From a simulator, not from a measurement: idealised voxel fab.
Title: Process Module voxel capacitor over wiring
Pictured: cross-section cut, 150 nm wide, on a grid of 5 nm square cells.
Notation: cross-section as square-cell grid; stated in bands, top first, going down; one or more cell rows per band. Top height, bottom height, nm. Materials left to right, width each, nm. Single material + "edge to edge" = fills band edge to edge. "air" = empty. Ref level 0: as-received wafer is one material below here. Bottom band extends down with no lower bound ("z 0 and below"). It should be noted that a width expressed as "30->40" varies in equal increments from row to row of cells within the band, taking the value of the first number at the top row and that of the second number at the bottom row. Key: "same as before" - step with no changed cell in the cross-section. Each empty space that has no open way to the top and spans at least 8 cells appears under "Internal closed voids" as width x height at distance, the distance counted from the left edge, all in nm. The remark found on a step's line after its settings is issued by the simulator itself and pertains to that step. When a step includes a mask, the "overlay nm" setting on its line states how far to the right of its planned place that mask lay, and negative values state how far to the left.

Process steps (planned)
- 1: RECEIVE (material Si)
- 2: CONFORMAL_DEP (material SiO2; thk nm 10)
- 3: DIRECTIONAL_DEP (material TiN; thk nm 5)
- 4: DIRECTIONAL_DEP (material W; thk nm 15)
- 5: MASKED_ETCH (tone cover; mask id METAL_1; width nm 30; pitch nm 90; etch materials W; depth nm 15; overlay nm 0)
- 6: MASKED_ETCH (tone cover; mask id METAL_1; width nm 30; pitch nm 90; etch materials TiN; depth nm 5; overlay nm 0)
- 7: CONFORMAL_DEP (material SiCN; thk nm 5)
- 8: FILL_DEP (material lowk; thk nm 5)
- 9: CMP (height nm 30)
- 10: CONFORMAL_DEP (material SiCN; thk nm 5)
- 11: DIRECTIONAL_DEP (material lowk; thk nm 15)
- 12: MASKED_ETCH (tone open; mask id PLUG_1; width nm 15; etch materials lowk; depth nm 15; overlay nm 0)
- 13: MASKED_ETCH (tone open; mask id PLUG_1; width nm 15; etch materials SiCN; depth nm 5; overlay nm 0)
- 14: EPI (material Ru; thk nm 10)
- 15: EPI (material Ru; thk nm 10)
- 16: DIRECTIONAL_DEP (material TiN; thk nm 10)
- 17: DIRECTIONAL_DEP (material SiN; thk nm 5)
- 18: DIRECTIONAL_DEP (material TiN; thk nm 10)
- 19: DIRECTIONAL_DEP (material aC; thk nm 15)
- 20: PATTERN (tone cover; mask id UPPER_PLATE; material resist; width nm 65; thk nm 35; overlay nm 0)
- 21: DIRECTIONAL_ETCH (etch materials aC; depth nm 15)
- 22: STRIP (etch materials resist)
- 23: DIRECTIONAL_ETCH (etch materials TiN; depth nm 10)
- 24: DIRECTIONAL_ETCH (etch materials SiN; depth nm 5)
- 25: STRIP (etch materials aC)
- 26: DIRECTIONAL_DEP (material aC; thk nm 15)
- 27: PATTERN (tone cover; mask id LOWER_PLATE; material resist; width nm 75; thk nm 35; overlay nm 0)
- 28: DIRECTIONAL_ETCH (etch materials aC; depth nm 15)
- 29: STRIP (etch materials resist)
- 30: DIRECTIONAL_ETCH (etch materials TiN; depth nm 10)
- 31: STRIP (etch materials aC)
- 32: FILL_DEP (material SiO2; thk nm 15)
- 33: CMP (height nm 85)
- 34: PATTERN (tone open; mask id PLUG_2; material resist; width nm 15; thk nm 20; overlay nm 0)
- 35: DIRECTIONAL_ETCH (etch materials SiO2; depth nm 10)
- 36: STRIP (etch materials resist)
- 37: CONFORMAL_DEP (material TiN; thk nm 5)
- 38: FILL_DEP (material Cu; thk nm 10)
- 39: CMP (height nm 85)
- 40: CONFORMAL_DEP (material SiCN; thk nm 5)

Step 1 complete: cross-section of the wafer as received
	z 0 and below = Si edge to edge
	Internal closed voids: none

First of two wafers, end-of-module section, run followed plan
	z 90 to 85 = SiCN edge to edge
	z 85 to 80 = SiO2 40, TiN 5, Cu 5, TiN 5, SiO2 95
	z 80 to 75 = SiO2 40, TiN 15, SiO2 95
	z 75 to 65 = SiO2 30, TiN 65, SiO2 55
	z 65 to 60 = SiO2 30, SiN 65, SiO2 55
	z 60 to 50 = SiO2 25, TiN 75, SiO2 50
	z 50 to 35 = lowk 30, Ru 15, lowk 105
	z 35 to 30 = SiCN 30, Ru 15, SiCN 105
	z 30 to 15 = lowk 10, SiCN 5, W 30, SiCN 5, lowk 50, SiCN 5, W 30, SiCN 5, lowk 10
	z 15 to 10 = SiCN 15, TiN 30, SiCN 60, TiN 30, SiCN 15
	z 10 to 0 = SiO2 edge to edge
	z 0 and below = Si edge to edge
	Internal closed voids: none

So this is wafer number two of the two, cut at the end of the module - it started where the first did and had the same plan, we just got one thing wrong running it
	z 90 to 85 = SiCN edge to edge
	z 85 to 80 = SiO2 40, TiN 5, Cu 5, TiN 5, SiO2 95
	z 80 to 75 = SiO2 40, TiN 15, SiO2 95
	z 75 to 65 = SiO2 30, TiN 65, SiO2 55
	z 65 to 60 = SiO2 30, SiN 65, SiO2 55
	z 60 to 50 = SiO2 25, TiN 75, SiO2 50
	z 50 to 35 = lowk 30, Ru 20, lowk 100
	z 35 to 30 = SiCN 30, Ru 15, SiCN 105
	z 30 to 15 = lowk 10, SiCN 5, W 30, SiCN 5, lowk 50, SiCN 5, W 30, SiCN 5, lowk 10
	z 15 to 10 = SiCN 15, TiN 30, SiCN 60, TiN 30, SiCN 15
	z 10 to 0 = SiO2 edge to edge
	z 0 and below = Si edge to edge
	Internal closed voids: none
What went wrong in running the wafer? step 12 was not run as planned; what actually ran was MASKED_ETCH (tone open; mask id PLUG_1; width nm 20; etch materials lowk; depth nm 15; overlay nm 0)
Final tally in cells, some materials are higher or lower on the second wafer than on the first: Ru +3, lowk -3
